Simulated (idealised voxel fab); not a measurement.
Title: Process Module voxel transistor to metal
We display cut, a cross-section 285 nm in width whose square cells are each 5 nm.
The cross-sections in this document take the form of a grid made of square cells. They are written out as bands, in order from top to bottom. Each band consists of one or more rows of cells.
Quick guide to a band line: top height, bottom height (nm) up front; then every material left to right with its width in nm. Only one material and it's marked "everywhere"? Then it fills the band edge to edge. And "blank" just means empty space.
Below 0: as-received wafer, all one material; heights counted from there. Lowest band: no bottom, goes on down, written "0 down".
Per-row width for "30->40": begins at first number (top row of band), ends at second number (bottom row), increment between rows held constant.
Key: "nothing different" - step with no changed cell in the cross-section.
Any empty space of 8 cells or more lacking an open way to the top shows up in "Fully enclosed voids" as width x height at distance, distance from the left edge, in nm.
after a step's settings: what the simulator itself notes on the step
For masked steps, "overlay nm" on the step line gives how far right of plan the mask actually lay; a minus sign means it lay to the left.
LISTED BELOW ARE THE PROCESS STEPS AS PLANNED
step 1: RECEIVE, material Si
step 2: OXIDIZE, depth nm 5
step 3: CONFORMAL_DEP, material SiN, thk nm 10
step 4: DIRECTIONAL_DEP, material aC, thk nm 10
step 5: PATTERN, tone cover, mask id ACTIVE, material resist, width nm 95, pitch nm 115, thk nm 30, overlay nm 0
step 6: DIRECTIONAL_ETCH, etch materials aC, depth nm 10
step 7: STRIP, etch materials resist
step 8: DIRECTIONAL_ETCH, etch materials SiN, depth nm 10
step 9: DIRECTIONAL_ETCH, etch materials SiO2, depth nm 5
step 10: DIRECTIONAL_ETCH, etch materials Si, depth nm 30
step 11: STRIP, etch materials aC
step 12: FILL_DEP, material SiO2, thk nm 10
step 13: CMP, height nm 10
step 14: SELECTIVE_ETCH, etch materials SiO2, depth nm 10
step 15: STRIP, etch materials SiN
step 16: SELECTIVE_ETCH, etch materials SiO2, depth nm 5
step 17: OXIDIZE, depth nm 5
step 18: DIRECTIONAL_DEP, material polySi, thk nm 25
step 19: DIRECTIONAL_DEP, material SiCN, thk nm 10
step 20: DIRECTIONAL_DEP, material aC, thk nm 15
step 21: PATTERN, tone cover, mask id GATE, material resist, width nm 15, pitch nm 115, thk nm 30, overlay nm 0
step 22: DIRECTIONAL_ETCH, etch materials aC, depth nm 15
step 23: STRIP, etch materials resist
step 24: DIRECTIONAL_ETCH, etch materials SiCN, depth nm 20
step 25: DIRECTIONAL_ETCH, etch materials polySi, depth nm 35
step 26: STRIP, etch materials aC
step 27: CONFORMAL_DEP, material SiO2, thk nm 5
step 28: DIRECTIONAL_ETCH, etch materials SiO2, depth nm 5
step 29: CONFORMAL_DEP, material SiN, thk nm 10
step 30: DIRECTIONAL_ETCH, etch materials SiN, depth nm 10
step 31: DIRECTIONAL_ETCH, etch materials SiO2, depth nm 5
step 32: EPI, material nSi, thk nm 5
step 33: FILL_DEP, material SiO2, thk nm 10
step 34: CMP, height nm 30
step 35: DIRECTIONAL_DEP, material SiO2, thk nm 10
step 36: DIRECTIONAL_DEP, material aC, thk nm 10
step 37: PATTERN, tone open, mask id CONTACT, material resist, width nm 25, thk nm 25, overlay nm 0
step 38: DIRECTIONAL_ETCH, etch materials aC, depth nm 10
step 39: STRIP, etch materials resist
step 40: DIRECTIONAL_ETCH, etch materials SiO2, depth nm 45
step 41: STRIP, etch materials aC
step 42: CONFORMAL_DEP, material TiN, thk nm 5
step 43: FILL_DEP, material W, thk nm 10
step 44: CMP, height nm 40
step 45: CONFORMAL_DEP, material SiN, thk nm 5
step 46: DIRECTIONAL_DEP, material lowk, thk nm 25
step 47: PATTERN, tone open, mask id METAL_1, material resist, width nm 15, thk nm 20, overlay nm 0
step 48: DIRECTIONAL_ETCH, etch materials lowk, depth nm 15
step 49: DIRECTIONAL_ETCH, etch materials SiN, depth nm 5
step 50: STRIP, etch materials resist
step 51: CONFORMAL_DEP, material TiN, thk nm 5
step 52: FILL_DEP, material Cu, thk nm 10
step 53: CMP, height nm 70
step 54: CONFORMAL_DEP, material SiN, thk nm 5
Variable across wafers: step 48 depth nm (plan value is that of the first wafer; starting state common to all).
CUT THROUGH THE FIRST OF SEVERAL WAFERS AS RECEIVED, POST STEP 1
> 0 down: Si everywhere
> Fully enclosed voids: none
THE FOLLOWING TABLE CONTAINS A ROW PER WAFER, IN WHICH ARE REPORTED, AT THE CONCLUSION OF THE MODULE, THE CELLS OF EACH MATERIAL GAINED (+) OR LOST (-) SINCE THE WAFER'S RECEIPT, WITH ITS CLOSED VOIDS GIVEN THEREAFTER
depth nm 15 | +8 Cu | -209 Si | +12 SiCN | +170 SiN | +419 SiO2 | +112 TiN | +40 W | +249 lowk | +24 nSi | +30 polySi | Fully enclosed voids: none
depth nm 20 | +12 Cu | -209 Si | +12 SiCN | +170 SiN | +419 SiO2 | +120 TiN | +40 W | +237 lowk | +24 nSi | +30 polySi | Fully enclosed voids: none
depth nm 25 | +20 Cu | -209 Si | +12 SiCN | +158 SiN | +419 SiO2 | +136 TiN | +40 W | +225 lowk | +24 nSi | +30 polySi | Fully enclosed voids: none
depth nm 30 | +20 Cu | -209 Si | +12 SiCN | +158 SiN | +419 SiO2 | +136 TiN | +40 W | +225 lowk | +24 nSi | +30 polySi | Fully enclosed voids: none
depth nm 35 | +20 Cu | -209 Si | +12 SiCN | +158 SiN | +419 SiO2 | +136 TiN | +40 W | +225 lowk | +24 nSi | +30 polySi | Fully enclosed voids: none
depth nm 40 | +20 Cu | -209 Si | +12 SiCN | +158 SiN | +419 SiO2 | +136 TiN | +40 W | +225 lowk | +24 nSi | +30 polySi | Fully enclosed voids: none
